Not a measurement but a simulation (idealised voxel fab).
voxel gate over fins: a process module
It is cross-section cut that appears here, measuring 205 nm in width, its square cells being 5 nm in size.
Format of a cross-section: grid, square cells. Given as bands. Order: top down. Band: one or more rows of cells. Band entry format. Leading values: height of top, height of bottom, nm. Remainder: materials in left-to-right order, each with its width in nm. Special words: "all across" on a single material, which then fills the band edge to edge; "blank", empty space. Height is counted from the level 0, under which the received wafer is composed throughout of one material. The lowest of the bands is not closed at the bottom but continues downward, in the notation "from 0 down". The expression "30->40" gives the width at the extremes of the band, the first number at its top row of cells and the second at its bottom row, with the width changing by equal amounts from each row to the next in between. It should be understood that the words "identical to before", when stated for a given step, signify that the cross-section underwent no change in any of its cells during that step. The label "Voids, enclosed" introduces a list of the empty spaces, 8 cells or larger, that have no open way up to the top; each entry in it reads width x height at distance, where the distance is taken from the left edge and all three are stated in nm. Where a step's line continues beyond its settings, the continuation is a remark by the simulator itself on that step. The optional step-line setting "overlay nm" applies to steps with a mask and quantifies how far to the right of its planned location the mask lay, a negative value indicating leftward placement. Each of the pairs that make up the rest of this document says: here is the cross-section before one process step, here is the cross-section after it, drawn only down to the lowest band that changed, and here, under the pair, is the step lying between them with its settings. Different pairs may come from different runs of this module on the same starting wafer, so a pair continues from the pair above it only where its entry headed "Pre-step geometry" says so.

### Pre-step geometry
from 0 down  Si all across
Voids, enclosed: none

### State After Step
from 5 to 0  SiN all across
Below 0, the layers are the same as they were.
Voids, enclosed: none
Q: step between the cross-sections above? A: CONFORMAL_DEP (material SiN; thk nm 5)

Pre-step geometry: no separate figure, the pair right above already shows it after its step.

### State After Step
from 20 to 5  aC all across
Below 5, the layers are the same as they were.
Voids, enclosed: none
Q: step between the cross-sections above? A: DIRECTIONAL_DEP (material aC; thk nm 15)

Pre-step geometry: no separate figure, the pair right above already shows it after its step.

### State After Step
from 50 to 20  25 nm blank; 15 nm resist; 30 nm blank; 15 nm resist; 30 nm blank; 15 nm resist; 30 nm blank; 15 nm resist; 30 nm blank
Below 20, the layers are the same as they were.
Voids, enclosed: none
Q: step between the cross-sections above? A: PATTERN (tone cover; mask id FINS; material resist; width nm 15; pitch nm 45; thk nm 30; overlay nm 0)

Pre-step geometry: no separate figure, the pair right above already shows it after its step.

### State After Step
from 35 to 20  25 nm blank; 15 nm resist; 30 nm blank; 15 nm resist; 30 nm blank; 15 nm resist; 30 nm blank; 15 nm resist; 30 nm blank
from 20 to 5  25 nm blank; 15 nm aC; 30 nm blank; 15 nm aC; 30 nm blank; 15 nm aC; 30 nm blank; 15 nm aC; 30 nm blank
Below 5, the layers are the same as they were.
Voids, enclosed: none
Q: step between the cross-sections above? A: DIRECTIONAL_ETCH (etch materials aC; depth nm 15)

Pre-step geometry: no separate figure, the pair right above already shows it after its step.

### State After Step
from 20 to 5  25 nm blank; 15 nm aC; 30 nm blank; 15 nm aC; 30 nm blank; 15 nm aC; 30 nm blank; 15 nm aC; 30 nm blank
Below 5, the layers are the same as they were.
Voids, enclosed: none
Q: step between the cross-sections above? A: STRIP (etch materials resist)

Pre-step geometry: no separate figure, the pair right above already shows it after its step.

### State After Step
from 20 to 5  25 nm blank; 15 nm aC; 30 nm blank; 15 nm aC; 30 nm blank; 15 nm aC; 30 nm blank; 15 nm aC; 30 nm blank
from 5 to 0  25 nm blank; 15 nm SiN; 30 nm blank; 15 nm SiN; 30 nm blank; 15 nm SiN; 30 nm blank; 15 nm SiN; 30 nm blank
Below 0, the layers are the same as they were.
Voids, enclosed: none
Q: step between the cross-sections above? A: DIRECTIONAL_ETCH (etch materials SiN; depth nm 5)

Pre-step geometry: no separate figure, the pair right above already shows it after its step.

### State After Step
from 20 to 5  25 nm blank; 15 nm aC; 30 nm blank; 15 nm aC; 30 nm blank; 15 nm aC; 30 nm blank; 15 nm aC; 30 nm blank
from 5 to 0  25 nm blank; 15 nm SiN; 30 nm blank; 15 nm SiN; 30 nm blank; 15 nm SiN; 30 nm blank; 15 nm SiN; 30 nm blank
from 0 to -40  25 nm blank; 15 nm Si; 30 nm blank; 15 nm Si; 30 nm blank; 15 nm Si; 30 nm blank; 15 nm Si; 30 nm blank
Below -40, the layers are the same as they were.
Voids, enclosed: none
Q: step between the cross-sections above? A: DIRECTIONAL_ETCH (etch materials Si; depth nm 40)

Pre-step geometry: no separate figure, the pair right above already shows it after its step.

### State After Step
from 5 to 0  25 nm blank; 15 nm SiN; 30 nm blank; 15 nm SiN; 30 nm blank; 15 nm SiN; 30 nm blank; 15 nm SiN; 30 nm blank
Below 0, the layers are the same as they were.
Voids, enclosed: none
Q: step between the cross-sections above? A: STRIP (etch materials aC)

Pre-step geometry: no separate figure, the pair right above already shows it after its step.

### State After Step
from 10 to 5  SiO2 all across
from 5 to 0  25 nm SiO2; 15 nm SiN; 30 nm SiO2; 15 nm SiN; 30 nm SiO2; 15 nm SiN; 30 nm SiO2; 15 nm SiN; 30 nm SiO2
from 0 to -40  25 nm SiO2; 15 nm Si; 30 nm SiO2; 15 nm Si; 30 nm SiO2; 15 nm Si; 30 nm SiO2; 15 nm Si; 30 nm SiO2
Below -40, the layers are the same as they were.
Voids, enclosed: none
Q: step between the cross-sections above? A: FILL_DEP (material SiO2; thk nm 5)

Pre-step geometry: no separate figure, the pair right above already shows it after its step.

### State After Step
from 5 to 0  25 nm SiO2; 15 nm SiN; 30 nm SiO2; 15 nm SiN; 30 nm SiO2; 15 nm SiN; 30 nm SiO2; 15 nm SiN; 30 nm SiO2
Below 0, the layers are the same as they were.
Voids, enclosed: none
Q: step between the cross-sections above? A: CMP (height nm 5)

Pre-step geometry: no separate figure, the pair right above already shows it after its step.

### State After Step
from 5 to 0  25 nm blank; 15 nm SiN; 30 nm blank; 15 nm SiN; 30 nm blank; 15 nm SiN; 30 nm blank; 15 nm SiN; 30 nm blank
from 0 to -15  25 nm blank; 15 nm Si; 30 nm blank; 15 nm Si; 30 nm blank; 15 nm Si; 30 nm blank; 15 nm Si; 30 nm blank
Below -15, the layers are the same as they were.
Voids, enclosed: none
Q: step between the cross-sections above? A: SELECTIVE_ETCH (etch materials SiO2; depth nm 20)

Pre-step geometry: no separate figure, the pair right above already shows it after its step.

### State After Step
from 0 to -15  25 nm blank; 15 nm Si; 30 nm blank; 15 nm Si; 30 nm blank; 15 nm Si; 30 nm blank; 15 nm Si; 30 nm blank
Below -15, the layers are the same as they were.
Voids, enclosed: none
Q: step between the cross-sections above? A: STRIP (etch materials SiN)

Pre-step geometry: no separate figure, the pair right above already shows it after its step.

### State After Step
from 5 to 0  20 nm blank; 25 nm HfO2; 20 nm blank; 25 nm HfO2; 20 nm blank; 25 nm HfO2; 20 nm blank; 25 nm HfO2; 25 nm blank
from 0 to -10  20 nm blank; 5 nm HfO2; 15 nm Si; 5 nm HfO2; 20 nm blank; 5 nm HfO2; 15 nm Si; 5 nm HfO2; 20 nm blank; 5 nm HfO2; 15 nm Si; 5 nm HfO2; 20 nm blank; 5 nm HfO2; 15 nm Si; 5 nm HfO2; 25 nm blank
from -10 to -15  25 nm HfO2; 15 nm Si; 30 nm HfO2; 15 nm Si; 30 nm HfO2; 15 nm Si; 30 nm HfO2; 15 nm Si; 30 nm HfO2
Below -15, the layers are the same as they were.
Voids, enclosed: none
Q: step between the cross-sections above? A: CONFORMAL_DEP (material HfO2; thk nm 5)

Pre-step geometry: no separate figure, the pair right above already shows it after its step.

### State After Step
from 10 to 5  15 nm blank; 35 nm TiN; 10 nm blank; 35 nm TiN; 10 nm blank; 35 nm TiN; 10 nm blank; 35 nm TiN; 20 nm blank
from 5 to 0  15 nm blank; 5 nm TiN; 25 nm HfO2; 5 nm TiN; 10 nm blank; 5 nm TiN; 25 nm HfO2; 5 nm TiN; 10 nm blank; 5 nm TiN; 25 nm HfO2; 5 nm TiN; 10 nm blank; 5 nm TiN; 25 nm HfO2; 5 nm TiN; 20 nm blank
from 0 to -5  15 nm blank; 5 nm TiN; 5 nm HfO2; 15 nm Si; 5 nm HfO2; 5 nm TiN; 10 nm blank; 5 nm TiN; 5 nm HfO2; 15 nm Si; 5 nm HfO2; 5 nm TiN; 10 nm blank; 5 nm TiN; 5 nm HfO2; 15 nm Si; 5 nm HfO2; 5 nm TiN; 10 nm blank; 5 nm TiN; 5 nm HfO2; 15 nm Si; 5 nm HfO2; 5 nm TiN; 20 nm blank
from -5 to -10  20 nm TiN; 5 nm HfO2; 15 nm Si; 5 nm HfO2; 20 nm TiN; 5 nm HfO2; 15 nm Si; 5 nm HfO2; 20 nm TiN; 5 nm HfO2; 15 nm Si; 5 nm HfO2; 20 nm TiN; 5 nm HfO2; 15 nm Si; 5 nm HfO2; 25 nm TiN
Below -10, the layers are the same as they were.
Voids, enclosed: none
Q: step between the cross-sections above? A: CONFORMAL_DEP (material TiN; thk nm 5)

Pre-step geometry: no separate figure, the pair right above already shows it after its step.

### State After Step
from 25 to 10  W all across
from 10 to 5  15 nm W; 35 nm TiN; 10 nm W; 35 nm TiN; 10 nm W; 35 nm TiN; 10 nm W; 35 nm TiN; 20 nm W
from 5 to 0  15 nm W; 5 nm TiN; 25 nm HfO2; 5 nm TiN; 10 nm W; 5 nm TiN; 25 nm HfO2; 5 nm TiN; 10 nm W; 5 nm TiN; 25 nm HfO2; 5 nm TiN; 10 nm W; 5 nm TiN; 25 nm HfO2; 5 nm TiN; 20 nm W
from 0 to -5  15 nm W; 5 nm TiN; 5 nm HfO2; 15 nm Si; 5 nm HfO2; 5 nm TiN; 10 nm W; 5 nm TiN; 5 nm HfO2; 15 nm Si; 5 nm HfO2; 5 nm TiN; 10 nm W; 5 nm TiN; 5 nm HfO2; 15 nm Si; 5 nm HfO2; 5 nm TiN; 10 nm W; 5 nm TiN; 5 nm HfO2; 15 nm Si; 5 nm HfO2; 5 nm TiN; 20 nm W
Below -5, the layers are the same as they were.
Voids, enclosed: none
Q: step between the cross-sections above? A: FILL_DEP (material W; thk nm 15)

Pre-step geometry: no separate figure, the pair right above already shows it after its step.

### State After Step
from 20 to 10  W all across
Below 10, the layers are the same as they were.
Voids, enclosed: none
Q: step between the cross-sections above? A: CMP (height nm 20)

Pre-step geometry: no separate figure, the pair right above already shows it after its step.

### State After Step
from 30 to 20  SiCN all across
Below 20, the layers are the same as they were.
Voids, enclosed: none
Q: step between the cross-sections above? A: CONFORMAL_DEP (material SiCN; thk nm 10)

### Pre-step geometry
from 0 to -15  25 nm blank; 15 nm Si; 30 nm blank; 15 nm Si; 30 nm blank; 15 nm Si; 30 nm blank; 15 nm Si; 30 nm blank
from -15 to -40  25 nm SiO2; 15 nm Si; 30 nm SiO2; 15 nm Si; 30 nm SiO2; 15 nm Si; 30 nm SiO2; 15 nm Si; 30 nm SiO2
from -40 down  Si all across
Voids, enclosed: none

### State After Step
from 5 to 0  20 nm blank; 25 nm TiN; 20 nm blank; 25 nm TiN; 20 nm blank; 25 nm TiN; 20 nm blank; 25 nm TiN; 25 nm blank
from 0 to -10  20 nm blank; 5 nm TiN; 15 nm Si; 5 nm TiN; 20 nm blank; 5 nm TiN; 15 nm Si; 5 nm TiN; 20 nm blank; 5 nm TiN; 15 nm Si; 5 nm TiN; 20 nm blank; 5 nm TiN; 15 nm Si; 5 nm TiN; 25 nm blank
from -10 to -15  25 nm TiN; 15 nm Si; 30 nm TiN; 15 nm Si; 30 nm TiN; 15 nm Si; 30 nm TiN; 15 nm Si; 30 nm TiN
Below -15, the layers are the same as they were.
Voids, enclosed: none
Q: step between the cross-sections above? A: CONFORMAL_DEP (material TiN; thk nm 5)

Pre-step geometry: no separate figure, the pair right above already shows it after its step.

### State After Step
from 20 to 5  W all across
from 5 to 0  20 nm W; 25 nm TiN; 20 nm W; 25 nm TiN; 20 nm W; 25 nm TiN; 20 nm W; 25 nm TiN; 25 nm W
from 0 to -10  20 nm W; 5 nm TiN; 15 nm Si; 5 nm TiN; 20 nm W; 5 nm TiN; 15 nm Si; 5 nm TiN; 20 nm W; 5 nm TiN; 15 nm Si; 5 nm TiN; 20 nm W; 5 nm TiN; 15 nm Si; 5 nm TiN; 25 nm W
Below -10, the layers are the same as they were.
Voids, enclosed: none
Q: step between the cross-sections above? A: FILL_DEP (material W; thk nm 15)

Pre-step geometry: no separate figure, the pair right above already shows it after its step.

### State After Step
from 30 to 20  SiCN all across
Below 20, the layers are the same as they were.
Voids, enclosed: none
Q: step between the cross-sections above? A: CONFORMAL_DEP (material SiCN; thk nm 10)

### Pre-step geometry
from 5 to 0  25 nm blank; 15 nm SiN; 30 nm blank; 15 nm SiN; 30 nm blank; 15 nm SiN; 30 nm blank; 15 nm SiN; 30 nm blank
from 0 to -15  25 nm blank; 15 nm Si; 30 nm blank; 15 nm Si; 30 nm blank; 15 nm Si; 30 nm blank; 15 nm Si; 30 nm blank
from -15 to -40  25 nm SiO2; 15 nm Si; 30 nm SiO2; 15 nm Si; 30 nm SiO2; 15 nm Si; 30 nm SiO2; 15 nm Si; 30 nm SiO2
from -40 down  Si all across
Voids, enclosed: none

### State After Step
from 5 to 0  25 nm blank; 15 nm SiN; 30 nm blank; 15 nm SiN; 30 nm blank; 15 nm SiN; 30 nm blank; 15 nm SiN; 30 nm blank
from 0 to -35  25 nm blank; 15 nm Si; 30 nm blank; 15 nm Si; 30 nm blank; 15 nm Si; 30 nm blank; 15 nm Si; 30 nm blank
Below -35, the layers are the same as they were.
Voids, enclosed: none
Q: step between the cross-sections above? A: SELECTIVE_ETCH (etch materials SiO2; depth nm 20)

Pre-step geometry: no separate figure, the pair right above already shows it after its step.

### State After Step
from 0 to -35  25 nm blank; 15 nm Si; 30 nm blank; 15 nm Si; 30 nm blank; 15 nm Si; 30 nm blank; 15 nm Si; 30 nm blank
Below -35, the layers are the same as they were.
Voids, enclosed: none
Q: step between the cross-sections above? A: STRIP (etch materials SiN)

Pre-step geometry: no separate figure, the pair right above already shows it after its step.

### State After Step
from 5 to 0  20 nm blank; 25 nm HfO2; 20 nm blank; 25 nm HfO2; 20 nm blank; 25 nm HfO2; 20 nm blank; 25 nm HfO2; 25 nm blank
from 0 to -30  20 nm blank; 5 nm HfO2; 15 nm Si; 5 nm HfO2; 20 nm blank; 5 nm HfO2; 15 nm Si; 5 nm HfO2; 20 nm blank; 5 nm HfO2; 15 nm Si; 5 nm HfO2; 20 nm blank; 5 nm HfO2; 15 nm Si; 5 nm HfO2; 25 nm blank
from -30 to -35  25 nm HfO2; 15 nm Si; 30 nm HfO2; 15 nm Si; 30 nm HfO2; 15 nm Si; 30 nm HfO2; 15 nm Si; 30 nm HfO2
Below -35, the layers are the same as they were.
Voids, enclosed: none
Q: step between the cross-sections above? A: CONFORMAL_DEP (material HfO2; thk nm 5)

Pre-step geometry: no separate figure, the pair right above already shows it after its step.

### State After Step
from 10 to 5  15 nm blank; 35 nm TiN; 10 nm blank; 35 nm TiN; 10 nm blank; 35 nm TiN; 10 nm blank; 35 nm TiN; 20 nm blank
from 5 to 0  15 nm blank; 5 nm TiN; 25 nm HfO2; 5 nm TiN; 10 nm blank; 5 nm TiN; 25 nm HfO2; 5 nm TiN; 10 nm blank; 5 nm TiN; 25 nm HfO2; 5 nm TiN; 10 nm blank; 5 nm TiN; 25 nm HfO2; 5 nm TiN; 20 nm blank
from 0 to -25  15 nm blank; 5 nm TiN; 5 nm HfO2; 15 nm Si; 5 nm HfO2; 5 nm TiN; 10 nm blank; 5 nm TiN; 5 nm HfO2; 15 nm Si; 5 nm HfO2; 5 nm TiN; 10 nm blank; 5 nm TiN; 5 nm HfO2; 15 nm Si; 5 nm HfO2; 5 nm TiN; 10 nm blank; 5 nm TiN; 5 nm HfO2; 15 nm Si; 5 nm HfO2; 5 nm TiN; 20 nm blank
from -25 to -30  20 nm TiN; 5 nm HfO2; 15 nm Si; 5 nm HfO2; 20 nm TiN; 5 nm HfO2; 15 nm Si; 5 nm HfO2; 20 nm TiN; 5 nm HfO2; 15 nm Si; 5 nm HfO2; 20 nm TiN; 5 nm HfO2; 15 nm Si; 5 nm HfO2; 25 nm TiN
Below -30, the layers are the same as they were.
Voids, enclosed: none
Q: step between the cross-sections above? A: CONFORMAL_DEP (material TiN; thk nm 5)

Pre-step geometry: no separate figure, the pair right above already shows it after its step.

### State After Step
from 25 to 10  W all across
from 10 to 5  15 nm W; 35 nm TiN; 10 nm W; 35 nm TiN; 10 nm W; 35 nm TiN; 10 nm W; 35 nm TiN; 20 nm W
from 5 to 0  15 nm W; 5 nm TiN; 25 nm HfO2; 5 nm TiN; 10 nm W; 5 nm TiN; 25 nm HfO2; 5 nm TiN; 10 nm W; 5 nm TiN; 25 nm HfO2; 5 nm TiN; 10 nm W; 5 nm TiN; 25 nm HfO2; 5 nm TiN; 20 nm W
from 0 to -25  15 nm W; 5 nm TiN; 5 nm HfO2; 15 nm Si; 5 nm HfO2; 5 nm TiN; 10 nm W; 5 nm TiN; 5 nm HfO2; 15 nm Si; 5 nm HfO2; 5 nm TiN; 10 nm W; 5 nm TiN; 5 nm HfO2; 15 nm Si; 5 nm HfO2; 5 nm TiN; 10 nm W; 5 nm TiN; 5 nm HfO2; 15 nm Si; 5 nm HfO2; 5 nm TiN; 20 nm W
Below -25, the layers are the same as they were.
Voids, enclosed: none
Q: step between the cross-sections above? A: FILL_DEP (material W; thk nm 15)

Pre-step geometry: no separate figure, the pair right above already shows it after its step.

### State After Step
from 20 to 10  W all across
Below 10, the layers are the same as they were.
Voids, enclosed: none
Q: step between the cross-sections above? A: CMP (height nm 20)

Pre-step geometry: no separate figure, the pair right above already shows it after its step.

### State After Step
from 30 to 20  SiCN all across
Below 20, the layers are the same as they were.
Voids, enclosed: none
Q: step between the cross-sections above? A: CONFORMAL_DEP (material SiCN; thk nm 10)

### Pre-step geometry
from 5 to 0  20 nm blank; 25 nm TiN; 20 nm blank; 25 nm TiN; 20 nm blank; 25 nm TiN; 20 nm blank; 25 nm TiN; 25 nm blank
from 0 to -10  20 nm blank; 5 nm TiN; 15 nm Si; 5 nm TiN; 20 nm blank; 5 nm TiN; 15 nm Si; 5 nm TiN; 20 nm blank; 5 nm TiN; 15 nm Si; 5 nm TiN; 20 nm blank; 5 nm TiN; 15 nm Si; 5 nm TiN; 25 nm blank
from -10 to -15  25 nm TiN; 15 nm Si; 30 nm TiN; 15 nm Si; 30 nm TiN; 15 nm Si; 30 nm TiN; 15 nm Si; 30 nm TiN
from -15 to -40  25 nm SiO2; 15 nm Si; 30 nm SiO2; 15 nm Si; 30 nm SiO2; 15 nm Si; 30 nm SiO2; 15 nm Si; 30 nm SiO2
from -40 down  Si all across
Voids, enclosed: none

### State After Step
from 10 to 5  15 nm blank; 35 nm HfO2; 10 nm blank; 35 nm HfO2; 10 nm blank; 35 nm HfO2; 10 nm blank; 35 nm HfO2; 20 nm blank
from 5 to 0  15 nm blank; 5 nm HfO2; 25 nm TiN; 5 nm HfO2; 10 nm blank; 5 nm HfO2; 25 nm TiN; 5 nm HfO2; 10 nm blank; 5 nm HfO2; 25 nm TiN; 5 nm HfO2; 10 nm blank; 5 nm HfO2; 25 nm TiN; 5 nm HfO2; 20 nm blank
from 0 to -5  15 nm blank; 5 nm HfO2; 5 nm TiN; 15 nm Si; 5 nm TiN; 5 nm HfO2; 10 nm blank; 5 nm HfO2; 5 nm TiN; 15 nm Si; 5 nm TiN; 5 nm HfO2; 10 nm blank; 5 nm HfO2; 5 nm TiN; 15 nm Si; 5 nm TiN; 5 nm HfO2; 10 nm blank; 5 nm HfO2; 5 nm TiN; 15 nm Si; 5 nm TiN; 5 nm HfO2; 20 nm blank
from -5 to -10  20 nm HfO2; 5 nm TiN; 15 nm Si; 5 nm TiN; 20 nm HfO2; 5 nm TiN; 15 nm Si; 5 nm TiN; 20 nm HfO2; 5 nm TiN; 15 nm Si; 5 nm TiN; 20 nm HfO2; 5 nm TiN; 15 nm Si; 5 nm TiN; 25 nm HfO2
Below -10, the layers are the same as they were.
Voids, enclosed: none
Q: step between the cross-sections above? A: CONFORMAL_DEP (material HfO2; thk nm 5)

Pre-step geometry: no separate figure, the pair right above already shows it after its step.

### State After Step
from 25 to 10  W all across
from 10 to 5  15 nm W; 35 nm HfO2; 10 nm W; 35 nm HfO2; 10 nm W; 35 nm HfO2; 10 nm W; 35 nm HfO2; 20 nm W
from 5 to 0  15 nm W; 5 nm HfO2; 25 nm TiN; 5 nm HfO2; 10 nm W; 5 nm HfO2; 25 nm TiN; 5 nm HfO2; 10 nm W; 5 nm HfO2; 25 nm TiN; 5 nm HfO2; 10 nm W; 5 nm HfO2; 25 nm TiN; 5 nm HfO2; 20 nm W
from 0 to -5  15 nm W; 5 nm HfO2; 5 nm TiN; 15 nm Si; 5 nm TiN; 5 nm HfO2; 10 nm W; 5 nm HfO2; 5 nm TiN; 15 nm Si; 5 nm TiN; 5 nm HfO2; 10 nm W; 5 nm HfO2; 5 nm TiN; 15 nm Si; 5 nm TiN; 5 nm HfO2; 10 nm W; 5 nm HfO2; 5 nm TiN; 15 nm Si; 5 nm TiN; 5 nm HfO2; 20 nm W
Below -5, the layers are the same as they were.
Voids, enclosed: none
Q: step between the cross-sections above? A: FILL_DEP (material W; thk nm 15)

Pre-step geometry: no separate figure, the pair right above already shows it after its step.

### State After Step
from 20 to 10  W all across
Below 10, the layers are the same as they were.
Voids, enclosed: none
Q: step between the cross-sections above? A: CMP (height nm 20)

Pre-step geometry: no separate figure, the pair right above already shows it after its step.

### State After Step
from 30 to 20  SiCN all across
Below 20, the layers are the same as they were.
Voids, enclosed: none
Q: step between the cross-sections above? A: CONFORMAL_DEP (material SiCN; thk nm 10)

### Pre-step geometry
from 25 to 10  W all across
from 10 to 5  15 nm W; 35 nm TiN; 10 nm W; 35 nm TiN; 10 nm W; 35 nm TiN; 10 nm W; 35 nm TiN; 20 nm W
from 5 to 0  15 nm W; 5 nm TiN; 25 nm HfO2; 5 nm TiN; 10 nm W; 5 nm TiN; 25 nm HfO2; 5 nm TiN; 10 nm W; 5 nm TiN; 25 nm HfO2; 5 nm TiN; 10 nm W; 5 nm TiN; 25 nm HfO2; 5 nm TiN; 20 nm W
from 0 to -5  15 nm W; 5 nm TiN; 5 nm HfO2; 15 nm Si; 5 nm HfO2; 5 nm TiN; 10 nm W; 5 nm TiN; 5 nm HfO2; 15 nm Si; 5 nm HfO2; 5 nm TiN; 10 nm W; 5 nm TiN; 5 nm HfO2; 15 nm Si; 5 nm HfO2; 5 nm TiN; 10 nm W; 5 nm TiN; 5 nm HfO2; 15 nm Si; 5 nm HfO2; 5 nm TiN; 20 nm W
from -5 to -10  20 nm TiN; 5 nm HfO2; 15 nm Si; 5 nm HfO2; 20 nm TiN; 5 nm HfO2; 15 nm Si; 5 nm HfO2; 20 nm TiN; 5 nm HfO2; 15 nm Si; 5 nm HfO2; 20 nm TiN; 5 nm HfO2; 15 nm Si; 5 nm HfO2; 25 nm TiN
from -10 to -15  25 nm HfO2; 15 nm Si; 30 nm HfO2; 15 nm Si; 30 nm HfO2; 15 nm Si; 30 nm HfO2; 15 nm Si; 30 nm HfO2
from -15 to -40  25 nm SiO2; 15 nm Si; 30 nm SiO2; 15 nm Si; 30 nm SiO2; 15 nm Si; 30 nm SiO2; 15 nm Si; 30 nm SiO2
from -40 down  Si all across
Voids, enclosed: none

### State After Step
from 10 to 5  15 nm W; 35 nm TiN; 10 nm W; 35 nm TiN; 10 nm W; 35 nm TiN; 10 nm W; 35 nm TiN; 20 nm W
Below 5, the layers are the same as they were.
Voids, enclosed: none
Q: step between the cross-sections above? A: CMP (height nm 10)

Pre-step geometry: no separate figure, the pair right above already shows it after its step.

### State After Step
from 20 to 10  SiCN all across
Below 10, the layers are the same as they were.
Voids, enclosed: none
Q: step between the cross-sections above? A: CONFORMAL_DEP (material SiCN; thk nm 10)

### Pre-step geometry
from 20 to 5  aC all across
from 5 to 0  SiN all across
from 0 down  Si all across
Voids, enclosed: none

### State After Step
from 50 to 20  25 nm blank; 20 nm resist; 25 nm blank; 20 nm resist; 25 nm blank; 20 nm resist; 25 nm blank; 20 nm resist; 25 nm blank
Below 20, the layers are the same as they were.
Voids, enclosed: none
Q: step between the cross-sections above? A: PATTERN (tone cover; mask id FINS; material resist; width nm 20; pitch nm 45; thk nm 30; overlay nm 0)

Pre-step geometry: no separate figure, the pair right above already shows it after its step.

### State After Step
from 35 to 20  25 nm blank; 20 nm resist; 25 nm blank; 20 nm resist; 25 nm blank; 20 nm resist; 25 nm blank; 20 nm resist; 25 nm blank
from 20 to 5  25 nm blank; 20 nm aC; 25 nm blank; 20 nm aC; 25 nm blank; 20 nm aC; 25 nm blank; 20 nm aC; 25 nm blank
Below 5, the layers are the same as they were.
Voids, enclosed: none
Q: step between the cross-sections above? A: DIRECTIONAL_ETCH (etch materials aC; depth nm 15)

Pre-step geometry: no separate figure, the pair right above already shows it after its step.

### State After Step
from 20 to 5  25 nm blank; 20 nm aC; 25 nm blank; 20 nm aC; 25 nm blank; 20 nm aC; 25 nm blank; 20 nm aC; 25 nm blank
Below 5, the layers are the same as they were.
Voids, enclosed: none
Q: step between the cross-sections above? A: STRIP (etch materials resist)

Pre-step geometry: no separate figure, the pair right above already shows it after its step.

### State After Step
from 20 to 5  25 nm blank; 20 nm aC; 25 nm blank; 20 nm aC; 25 nm blank; 20 nm aC; 25 nm blank; 20 nm aC; 25 nm blank
from 5 to 0  25 nm blank; 20 nm SiN; 25 nm blank; 20 nm SiN; 25 nm blank; 20 nm SiN; 25 nm blank; 20 nm SiN; 25 nm blank
Below 0, the layers are the same as they were.
Voids, enclosed: none
Q: step between the cross-sections above? A: DIRECTIONAL_ETCH (etch materials SiN; depth nm 5)

Pre-step geometry: no separate figure, the pair right above already shows it after its step.

### State After Step
from 20 to 5  25 nm blank; 20 nm aC; 25 nm blank; 20 nm aC; 25 nm blank; 20 nm aC; 25 nm blank; 20 nm aC; 25 nm blank
from 5 to 0  25 nm blank; 20 nm SiN; 25 nm blank; 20 nm SiN; 25 nm blank; 20 nm SiN; 25 nm blank; 20 nm SiN; 25 nm blank
from 0 to -40  25 nm blank; 20 nm Si; 25 nm blank; 20 nm Si; 25 nm blank; 20 nm Si; 25 nm blank; 20 nm Si; 25 nm blank
Below -40, the layers are the same as they were.
Voids, enclosed: none
Q: step between the cross-sections above? A: DIRECTIONAL_ETCH (etch materials Si; depth nm 40)

Pre-step geometry: no separate figure, the pair right above already shows it after its step.

### State After Step
from 5 to 0  25 nm blank; 20 nm SiN; 25 nm blank; 20 nm SiN; 25 nm blank; 20 nm SiN; 25 nm blank; 20 nm SiN; 25 nm blank
Below 0, the layers are the same as they were.
Voids, enclosed: none
Q: step between the cross-sections above? A: STRIP (etch materials aC)

Pre-step geometry: no separate figure, the pair right above already shows it after its step.

### State After Step
from 10 to 5  SiO2 all across
from 5 to 0  25 nm SiO2; 20 nm SiN; 25 nm SiO2; 20 nm SiN; 25 nm SiO2; 20 nm SiN; 25 nm SiO2; 20 nm SiN; 25 nm SiO2
from 0 to -40  25 nm SiO2; 20 nm Si; 25 nm SiO2; 20 nm Si; 25 nm SiO2; 20 nm Si; 25 nm SiO2; 20 nm Si; 25 nm SiO2
Below -40, the layers are the same as they were.
Voids, enclosed: none
Q: step between the cross-sections above? A: FILL_DEP (material SiO2; thk nm 5)

Pre-step geometry: no separate figure, the pair right above already shows it after its step.

### State After Step
from 5 to 0  25 nm SiO2; 20 nm SiN; 25 nm SiO2; 20 nm SiN; 25 nm SiO2; 20 nm SiN; 25 nm SiO2; 20 nm SiN; 25 nm SiO2
Below 0, the layers are the same as they were.
Voids, enclosed: none
Q: step between the cross-sections above? A: CMP (height nm 5)

Pre-step geometry: no separate figure, the pair right above already shows it after its step.

### State After Step
from 5 to 0  25 nm blank; 20 nm SiN; 25 nm blank; 20 nm SiN; 25 nm blank; 20 nm SiN; 25 nm blank; 20 nm SiN; 25 nm blank
from 0 to -15  25 nm blank; 20 nm Si; 25 nm blank; 20 nm Si; 25 nm blank; 20 nm Si; 25 nm blank; 20 nm Si; 25 nm blank
Below -15, the layers are the same as they were.
Voids, enclosed: none
Q: step between the cross-sections above? A: SELECTIVE_ETCH (etch materials SiO2; depth nm 20)

Pre-step geometry: no separate figure, the pair right above already shows it after its step.

### State After Step
from 0 to -15  25 nm blank; 20 nm Si; 25 nm blank; 20 nm Si; 25 nm blank; 20 nm Si; 25 nm blank; 20 nm Si; 25 nm blank
Below -15, the layers are the same as they were.
Voids, enclosed: none
Q: step between the cross-sections above? A: STRIP (etch materials SiN)

Pre-step geometry: no separate figure, the pair right above already shows it after its step.

### State After Step
from 5 to 0  20 nm blank; 30 nm HfO2; 15 nm blank; 30 nm HfO2; 15 nm blank; 30 nm HfO2; 15 nm blank; 30 nm HfO2; 20 nm blank
from 0 to -10  20 nm blank; 5 nm HfO2; 20 nm Si; 5 nm HfO2; 15 nm blank; 5 nm HfO2; 20 nm Si; 5 nm HfO2; 15 nm blank; 5 nm HfO2; 20 nm Si; 5 nm HfO2; 15 nm blank; 5 nm HfO2; 20 nm Si; 5 nm HfO2; 20 nm blank
from -10 to -15  25 nm HfO2; 20 nm Si; 25 nm HfO2; 20 nm Si; 25 nm HfO2; 20 nm Si; 25 nm HfO2; 20 nm Si; 25 nm HfO2
Below -15, the layers are the same as they were.
Voids, enclosed: none
Q: step between the cross-sections above? A: CONFORMAL_DEP (material HfO2; thk nm 5)
